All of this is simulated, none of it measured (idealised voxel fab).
The process module that follows is named voxel capacitor over wiring.
Section cut is 245 nm wide and gridded with 5 nm square cells.
In what follows, cross-sections appear as grids of square cells, described through bands that run from the top down, where every band is one or more rows of cells.
What a band's entry tells you: where the top is and where the bottom is, as heights in nm, and after that what lies inside, material by material from left to right, each with its width in nm. Empty space is written as the word "empty", and a single material marked with the word "edge to edge" occupies the band from edge to edge.
Ref level 0: as-received wafer is one material below here. Bottom band extends down with no lower bound ("z 0 and below").
The width entry "30..40" should be interpreted row by row: the top row of cells in the band takes the first number, the bottom row takes the second number, and the change between adjacent rows is uniform throughout.
What does "nothing changed" mean for a step? It means no cell of the cross-section changed in that step.
Any empty space of 8 cells or more lacking an open way to the top shows up in "Fully sealed cavities" as width x height at distance, distance from the left edge, in nm.
Heads up: the bit after the settings on a step's line is the simulator's remark on that step.
A step line may carry the setting "overlay nm", which, for steps involving a mask, states the distance by which the mask lay to the right of its intended position; negative values denote displacement to the left.

## Below is the list of planned process steps
1: RECEIVE,material Si
2: CONFORMAL_DEP,material SiO2,thk nm 15
3: CONFORMAL_DEP,material SiCN,thk nm 5
4: DIRECTIONAL_DEP,material SiO2,thk nm 25
5: DIRECTIONAL_DEP,material aC,thk nm 15
6: PATTERN,tone open,mask id METAL_1,material resist,width nm 25,pitch nm 80,thk nm 30,overlay nm 0
7: DIRECTIONAL_ETCH,etch materials aC,depth nm 15
8: STRIP,etch materials resist
9: DIRECTIONAL_ETCH,etch materials SiO2,depth nm 25
10: DIRECTIONAL_ETCH,etch materials SiCN,depth nm 5
11: STRIP,etch materials aC
12: CONFORMAL_DEP,material TiN,thk nm 5
13: FILL_DEP,material Cu,thk nm 5
14: CMP,height nm 45
15: CONFORMAL_DEP,material SiCN,thk nm 5
16: DIRECTIONAL_DEP,material SiO2,thk nm 10
17: DIRECTIONAL_DEP,material aC,thk nm 10
18: PATTERN,tone open,mask id PLUG_1,material resist,width nm 15,thk nm 25,overlay nm 0
19: DIRECTIONAL_ETCH,etch materials aC,depth nm 10
20: STRIP,etch materials resist
21: DIRECTIONAL_ETCH,etch materials SiO2,depth nm 10
22: DIRECTIONAL_ETCH,etch materials SiCN,depth nm 5
23: STRIP,etch materials aC
24: CONFORMAL_DEP,material TiN,thk nm 5
25: FILL_DEP,material Ru,thk nm 5
26: CMP,height nm 60
27: DIRECTIONAL_DEP,material TiN,thk nm 10
28: DIRECTIONAL_DEP,material HfO2,thk nm 5
29: DIRECTIONAL_DEP,material TiN,thk nm 5
30: DIRECTIONAL_DEP,material aC,thk nm 15
31: PATTERN,tone cover,mask id UPPER_PLATE,material resist,width nm 60,thk nm 30,overlay nm 0
32: DIRECTIONAL_ETCH,etch materials aC,depth nm 15
33: STRIP,etch materials resist
34: DIRECTIONAL_ETCH,etch materials TiN,depth nm 5
35: DIRECTIONAL_ETCH,etch materials HfO2,depth nm 5
36: STRIP,etch materials aC
37: PATTERN,tone cover,mask id LOWER_PLATE,material resist,width nm 70,thk nm 20,overlay nm 0
38: DIRECTIONAL_ETCH,etch materials TiN,depth nm 10
39: STRIP,etch materials resist
40: FILL_DEP,material SiO2,thk nm 20
41: CMP,height nm 95
42: PATTERN,tone open,mask id PLUG_2,material resist,width nm 15,thk nm 20,overlay nm 0
43: DIRECTIONAL_ETCH,etch materials SiO2,depth nm 15
44: STRIP,etch materials resist
45: CONFORMAL_DEP,material TiN,thk nm 5
46: FILL_DEP,material Ru,thk nm 5
47: CMP,height nm 95
48: CONFORMAL_DEP,material SiCN,thk nm 5

## Cross-section, incoming material, after step 1
- z 0 and below | Si edge to edge
- Fully sealed cavities: none

## End state of the module in cross-section, given the above starting point and plan and one mistake in execution
- z 100 to 95 | SiCN edge to edge
- z 95 to 85 | SiO2=90, TiN=5, Ru=5, TiN=5, SiO2=140
- z 85 to 75 | SiO2=90..75, TiN=15..70, SiO2=140..100
- z 75 to 70 | SiO2=75, HfO2=70, SiO2=100
- z 70 to 60 | SiO2=75, TiN=70, SiO2=100
- z 60 to 50 | SiO2=80, TiN=5, Ru=5, TiN=5, SiO2=150
- z 50 to 45 | SiCN=80, TiN=15, SiCN=150
- z 45 to 20 | SiO2=70, TiN=5, Cu=15, TiN=5, SiO2=55, TiN=5, Cu=15, TiN=5, SiO2=70
- z 20 to 15 | SiCN=70, TiN=25, SiCN=55, TiN=25, SiCN=70
- z 15 to 0 | SiO2 edge to edge
- z 0 and below | Si edge to edge
- Fully sealed cavities: none
Here's what went sideways: step 31, actual vs plan mismatch, actual run PATTERN,tone cover,mask id UPPER_PLATE,material resist,width nm 70,thk nm 30,overlay nm 0
